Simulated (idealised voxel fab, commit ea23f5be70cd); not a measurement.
The document below concerns the process module designated voxel double patterning.
The width of the displayed cross-section, cut, is 255 nm; its cells are square, with a size of 5 nm.
Cross-section spec: square-cell grid; bands listed top down; each band is one or more rows. Per band: top height and bottom height in nm, followed by the left-to-right materials and their widths in nm; "all across" marks a single material spanning edge to edge, "blank" marks empty space. Height reference: 0 = level under which incoming wafer is all one material. Lowest band: no bottom, runs on downward, e.g. "0 -> down". Quick explanation for "30 to 40": the width changes in equal steps down the rows of cells, from the first number in the band's top row to the second number in its bottom row. Reading "nothing different" for a step: not a cell of the cross-section changed in it. The entry "Listed closed voids" lists the empty spaces that cover at least 8 cells and have no open path to the top. Each is written as width x height at distance, where the distance is measured from the left edge and all three values are in nm. If you see something after the settings on a step's line, that's the simulator's own remark about that step. When a step includes a mask, the "overlay nm" setting on its line states how far to the right of its planned place that mask lay, and negative values state how far to the left.
**Process steps (planned)**
step 1: RECEIVE, material Si
step 2: CONFORMAL_DEP, material SiO2, thk nm 10
step 3: DIRECTIONAL_DEP, material polySi, thk nm 15
step 4: DIRECTIONAL_DEP, material SiCN, thk nm 5
step 5: DIRECTIONAL_DEP, material aC, thk nm 15
step 6: PATTERN, tone open, mask id FIRST, material resist, width nm 15, pitch nm 50, thk nm 30, overlay nm 0
step 7: DIRECTIONAL_ETCH, etch materials aC, depth nm 15
step 8: STRIP, etch materials resist
step 9: DIRECTIONAL_ETCH, etch materials SiCN, depth nm 5
step 10: STRIP, etch materials aC
step 11: MASKED_ETCH, tone open, mask id SECOND, width nm 15, pitch nm 50, etch materials SiCN, depth nm 5, overlay nm 0
step 12: DIRECTIONAL_ETCH, etch materials polySi, depth nm 15
step 13: STRIP, etch materials SiCN
**Cross-section: wafer on arrival = after step 1**
	0 -> down = Si all across
	Listed closed voids: none
**Cross-section taken at module completion on the first of two wafers; processed per the plan**
	25 -> 10 = polySi 70 nm | blank 15 nm | polySi 10 nm | blank 15 nm | polySi 10 nm | blank 15 nm | polySi 10 nm | blank 15 nm | polySi 10 nm | blank 15 nm | polySi 70 nm
	10 -> 0 = SiO2 all across
	0 -> down = Si all across
	Listed closed voids: none
**End of module, second wafer, cross-section. Started like the first, planned like the first, run with one mistake**
	40 -> 25 = polySi 70 nm | blank 15 nm | polySi 10 nm | blank 15 nm | polySi 10 nm | blank 15 nm | polySi 10 nm | blank 15 nm | polySi 10 nm | blank 15 nm | polySi 70 nm
	25 -> 10 = polySi all across
	10 -> 0 = SiO2 all across
	0 -> down = Si all across
	Listed closed voids: none
Finding, execution versus plan: regarding the plan, step 3 was run twice
Per the end-of-run cell counts, the second wafer holds more or fewer of some materials than the first: 153 more of polySi
